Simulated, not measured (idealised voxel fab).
Documented hereafter: the process module known as voxel self aligned vias.
Cross-section cut: width 210 nm, square cells of 5 nm.
When this document writes out a cross-section, it uses a grid of square cells and lists it as bands, beginning at the top and moving down, with a band standing for one or more rows of cells.
The band entry comprises the height of the band's top followed by the height of its bottom, expressed in nm, and subsequently the band's materials from left to right, each stated together with its width in nm. Where a single material is marked with the word "everywhere", that material fills the band from edge to edge. The word "air" represents empty space.
Beneath 0, the wafer as received is one material, and that level is where height counting begins. The lowest band goes on downward without a bottom; it is written like "0 and below".
The notation "30->40" denotes a width that varies across the rows of cells in the band, beginning at the first number in the top row, finishing at the second number in the bottom row, and changing by an identical amount from each row to the next.
"remained the same" for a step: no cell of the cross-section changed in that step.
Basically, "Closed internal cavities" tells you about the enclosed voids: empty spaces with no open way to the top, 8 cells or bigger, each written width x height at distance, where distance is from the left edge, all in nm.
after a step's settings: what the simulator itself notes on the step
"overlay nm" denotes, for a step that has a mask, the displacement of the mask to the right of its planned place, with negative values corresponding to the left.
## This section lists the process steps that were planned
step 1: RECEIVE (material Si)
step 2: CONFORMAL_DEP (material SiO2; thk nm 15)
step 3: CONFORMAL_DEP (material SiCN; thk nm 5)
step 4: DIRECTIONAL_DEP (material SiO2; thk nm 20)
step 5: PATTERN (tone open; mask id LINES; material resist; width nm 30; pitch nm 80; thk nm 15; overlay nm 0)
step 6: DIRECTIONAL_ETCH (etch materials SiO2; depth nm 20)
step 7: STRIP (etch materials resist)
step 8: CONFORMAL_DEP (material TiN; thk nm 5)
step 9: FILL_DEP (material Ru; thk nm 5)
step 10: CMP (height nm 40)
step 11: SELECTIVE_ETCH (etch materials W Ru TiN; depth nm 5)
step 12: FILL_DEP (material SiN; thk nm 10)
step 13: CMP (height nm 40)
step 14: DIRECTIONAL_DEP (material SiO2; thk nm 15)
step 15: MASKED_ETCH (tone open; mask id VIAS; width nm 50; pitch nm 80; etch materials SiO2; depth nm 15; overlay nm 0)
step 16: MASKED_ETCH (tone open; mask id VIAS; width nm 50; pitch nm 80; etch materials SiN; depth nm 5; overlay nm 0)
step 17: CONFORMAL_DEP (material TiN; thk nm 5)
step 18: FILL_DEP (material Cu; thk nm 5)
step 19: CMP (height nm 55)
step 20: CONFORMAL_DEP (material SiCN; thk nm 5)
## First wafer, two in total, run as planned
## Shown in cross-section is the wafer as received, that is, as it stands after step 1
	0 and below = Si everywhere
	Closed internal cavities: none
## Upon completion of step 2, the wafer appears in cross-section as shown
	15 down to 0 = SiO2 everywhere
	Lower than 0, everything is as it was.
## Upon completion of step 3, the wafer appears in cross-section as shown
	20 down to 15 = SiCN everywhere
	Lower than 15, everything is as it was.
## Upon completion of step 4, the wafer appears in cross-section as shown
	40 down to 20 = SiO2 everywhere
	Lower than 20, everything is as it was.
## Upon completion of step 5, the wafer appears in cross-section as shown
	55 down to 40 = resist: 50, then air: 30, then resist: 50, then air: 30, then resist: 50
	Lower than 40, everything is as it was.
## Upon completion of step 6, the wafer appears in cross-section as shown
	55 down to 40 = resist: 50, then air: 30, then resist: 50, then air: 30, then resist: 50
	40 down to 20 = SiO2: 50, then air: 30, then SiO2: 50, then air: 30, then SiO2: 50
	Lower than 20, everything is as it was.
## Upon completion of step 7, the wafer appears in cross-section as shown
	40 down to 20 = SiO2: 50, then air: 30, then SiO2: 50, then air: 30, then SiO2: 50
	Lower than 20, everything is as it was.
## Upon completion of step 8, the wafer appears in cross-section as shown
	45 down to 40 = TiN: 55, then air: 20, then TiN: 60, then air: 20, then TiN: 55
	40 down to 25 = SiO2: 50, then TiN: 5, then air: 20, then TiN: 5, then SiO2: 50, then TiN: 5, then air: 20, then TiN: 5, then SiO2: 50
	25 down to 20 = SiO2: 50, then TiN: 30, then SiO2: 50, then TiN: 30, then SiO2: 50
	Lower than 20, everything is as it was.
## Upon completion of step 9, the wafer appears in cross-section as shown
	50 down to 45 = Ru everywhere
	45 down to 40 = TiN: 55, then Ru: 20, then TiN: 60, then Ru: 20, then TiN: 55
	40 down to 25 = SiO2: 50, then TiN: 5, then Ru: 20, then TiN: 5, then SiO2: 50, then TiN: 5, then Ru: 20, then TiN: 5, then SiO2: 50
	Lower than 25, everything is as it was.
## Upon completion of step 10, the wafer appears in cross-section as shown
	40 down to 25 = SiO2: 50, then TiN: 5, then Ru: 20, then TiN: 5, then SiO2: 50, then TiN: 5, then Ru: 20, then TiN: 5, then SiO2: 50
	Lower than 25, everything is as it was.
## Upon completion of step 11, the wafer appears in cross-section as shown
	40 down to 35 = SiO2: 50, then air: 30, then SiO2: 50, then air: 30, then SiO2: 50
	Lower than 35, everything is as it was.
## Upon completion of step 12, the wafer appears in cross-section as shown
	50 down to 40 = SiN everywhere
	40 down to 35 = SiO2: 50, then SiN: 30, then SiO2: 50, then SiN: 30, then SiO2: 50
	Lower than 35, everything is as it was.
## Upon completion of step 13, the wafer appears in cross-section as shown
	40 down to 35 = SiO2: 50, then SiN: 30, then SiO2: 50, then SiN: 30, then SiO2: 50
	Lower than 35, everything is as it was.
## Upon completion of step 14, the wafer appears in cross-section as shown
	55 down to 40 = SiO2 everywhere
	Lower than 40, everything is as it was.
## Upon completion of step 15, the wafer appears in cross-section as shown
	55 down to 40 = SiO2: 40, then air: 50, then SiO2: 30, then air: 50, then SiO2: 40
	Lower than 40, everything is as it was.
## Upon completion of step 16, the wafer appears in cross-section as shown
	55 down to 40 = SiO2: 40, then air: 50, then SiO2: 30, then air: 50, then SiO2: 40
	40 down to 35 = SiO2: 50, then air: 30, then SiO2: 50, then air: 30, then SiO2: 50
	Lower than 35, everything is as it was.
## Upon completion of step 17, the wafer appears in cross-section as shown
	60 down to 55 = TiN: 45, then air: 40, then TiN: 40, then air: 40, then TiN: 45
	55 down to 45 = SiO2: 40, then TiN: 5, then air: 40, then TiN: 5, then SiO2: 30, then TiN: 5, then air: 40, then TiN: 5, then SiO2: 40
	45 down to 40 = SiO2: 40, then TiN: 15, then air: 20, then TiN: 15, then SiO2: 30, then TiN: 15, then air: 20, then TiN: 15, then SiO2: 40
	40 down to 35 = SiO2: 50, then TiN: 30, then SiO2: 50, then TiN: 30, then SiO2: 50
	Lower than 35, everything is as it was.
## Upon completion of step 18, the wafer appears in cross-section as shown
	65 down to 60 = Cu everywhere
	60 down to 55 = TiN: 45, then Cu: 40, then TiN: 40, then Cu: 40, then TiN: 45
	55 down to 45 = SiO2: 40, then TiN: 5, then Cu: 40, then TiN: 5, then SiO2: 30, then TiN: 5, then Cu: 40, then TiN: 5, then SiO2: 40
	45 down to 40 = SiO2: 40, then TiN: 15, then Cu: 20, then TiN: 15, then SiO2: 30, then TiN: 15, then Cu: 20, then TiN: 15, then SiO2: 40
	Lower than 40, everything is as it was.
## Upon completion of step 19, the wafer appears in cross-section as shown
	55 down to 45 = SiO2: 40, then TiN: 5, then Cu: 40, then TiN: 5, then SiO2: 30, then TiN: 5, then Cu: 40, then TiN: 5, then SiO2: 40
	Lower than 45, everything is as it was.
## Upon completion of step 20, the wafer appears in cross-section as shown
	60 down to 55 = SiCN everywhere
	Lower than 55, everything is as it was.
## Now the other wafer: same start, same recipe, but we messed up one thing when running it. Up to and including step 14 it's the same as the first one
## X-section, second wafer, when step 15 was due to finish
	55 down to 40 = SiO2: 35, then air: 60, then SiO2: 20, then air: 60, then SiO2: 35
	Lower than 40, everything is as it was.
## X-section, second wafer, when step 16 was due to finish
	55 down to 40 = SiO2: 35, then air: 60, then SiO2: 20, then air: 60, then SiO2: 35
	40 down to 35 = SiO2: 50, then air: 30, then SiO2: 50, then air: 30, then SiO2: 50
	Lower than 35, everything is as it was.
## X-section, second wafer, when step 17 was due to finish
	60 down to 55 = TiN: 40, then air: 50, then TiN: 30, then air: 50, then TiN: 40
	55 down to 45 = SiO2: 35, then TiN: 5, then air: 50, then TiN: 5, then SiO2: 20, then TiN: 5, then air: 50, then TiN: 5, then SiO2: 35
	45 down to 40 = SiO2: 35, then TiN: 20, then air: 20, then TiN: 20, then SiO2: 20, then TiN: 20, then air: 20, then TiN: 20, then SiO2: 35
	40 down to 35 = SiO2: 50, then TiN: 30, then SiO2: 50, then TiN: 30, then SiO2: 50
	Lower than 35, everything is as it was.
## X-section, second wafer, when step 18 was due to finish
	65 down to 60 = Cu everywhere
	60 down to 55 = TiN: 40, then Cu: 50, then TiN: 30, then Cu: 50, then TiN: 40
	55 down to 45 = SiO2: 35, then TiN: 5, then Cu: 50, then TiN: 5, then SiO2: 20, then TiN: 5, then Cu: 50, then TiN: 5, then SiO2: 35
	45 down to 40 = SiO2: 35, then TiN: 20, then Cu: 20, then TiN: 20, then SiO2: 20, then TiN: 20, then Cu: 20, then TiN: 20, then SiO2: 35
	Lower than 40, everything is as it was.
## X-section, second wafer, when step 19 was due to finish
	55 down to 45 = SiO2: 35, then TiN: 5, then Cu: 50, then TiN: 5, then SiO2: 20, then TiN: 5, then Cu: 50, then TiN: 5, then SiO2: 35
	Lower than 45, everything is as it was.
## X-section, second wafer, when step 20 was due to finish
	60 down to 55 = SiCN everywhere
	Lower than 55, everything is as it was.
what went wrong: step 15 ran with different settings than intended, the actual operation and settings being MASKED_ETCH (tone open; mask id VIAS; width nm 60; pitch nm 80; etch materials SiO2; depth nm 15; overlay nm 0)
The closing comparison, in cells, has the second wafer with more or fewer of some materials than the first: +8 Cu; -12 SiO2; +4 TiN
